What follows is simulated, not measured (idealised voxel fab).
You're looking at the process module voxel self aligned contacts.
The width of the displayed cross-section, cut, is 200 nm; its cells are square, with a size of 5 nm.
Cross-section, as written here: a square-cell grid given band by band from the top down, where a band holds one or more rows of cells. The band entry comprises the height of the band's top followed by the height of its bottom, expressed in nm, and subsequently the band's materials from left to right, each stated together with its width in nm. Where a single material is marked with the word "all across", that material fills the band from edge to edge. The word "empty" represents empty space. Note: height 0 marks the level under which the wafer is uniformly one material as received. Lowest band unbounded below, written "z 0 and below". So if you see something like "30->40" for the width, read it as the top row of the band sitting at the first number and the bottom row at the second, with every row in between moving by the same amount as the last. "changes: none" means the step left every cell of the cross-section as it was. If an empty space has no open way to the top and is at least 8 cells in size, "Closed void list" lists it, written width x height at distance, where distance is measured from the left edge and every value is in nm. Read whatever lies past the settings on a step's line as the simulator's own remark about the step. The optional step-line setting "overlay nm" applies to steps with a mask and quantifies how far to the right of its planned location the mask lay, a negative value indicating leftward placement.

# This section lists the process steps that were planned
1 RECEIVE [material Si]
2 OXIDIZE [depth nm 5]
3 DIRECTIONAL_DEP [material polySi] [thk nm 30]
4 DIRECTIONAL_DEP [material SiN] [thk nm 15]
5 MASKED_ETCH [tone cover] [mask id GATE] [width nm 35] [pitch nm 60] [etch materials SiN] [depth nm 15] [overlay nm 0]
6 MASKED_ETCH [tone cover] [mask id GATE] [width nm 35] [pitch nm 60] [etch materials polySi] [depth nm 30] [overlay nm 0]
7 CONFORMAL_DEP [material SiN] [thk nm 5]
8 DIRECTIONAL_ETCH [etch materials SiN] [depth nm 5]
9 FILL_DEP [material SiO2] [thk nm 20]
10 CMP [height nm 55]
11 MASKED_ETCH [tone open] [mask id CONTACT] [width nm 35] [pitch nm 60] [etch materials SiO2] [depth nm 60] [overlay nm 0]
12 CONFORMAL_DEP [material TiN] [thk nm 5]
13 FILL_DEP [material W] [thk nm 10]
14 CMP [height nm 55]
15 CONFORMAL_DEP [material SiN] [thk nm 5]
The thk nm used in step 7 is not the same on every wafer, whereas the starting condition is; the value printed in the plan is the first wafer's.

# Step 1 complete: as-received cross-section of the first of several wafers
	z 0 and below = Si all across
	Closed void list: none

# Per wafer (row), end of module: delta in cells per material since receipt, (+) for gained, (-) for lost; closed voids after that
thk nm 5, -40 Si, +157 SiN, +149 SiO2, +58 TiN, +30 W, +126 polySi, Closed void list: none
thk nm 10, -40 Si, +251 SiN, +111 SiO2, +32 TiN, +126 polySi, Closed void list: none
thk nm 15, -40 Si, +327 SiN, +67 SiO2, +126 polySi, Closed void list: none
thk nm 20, -40 Si, +346 SiN, +48 SiO2, +126 polySi, Closed void list: none
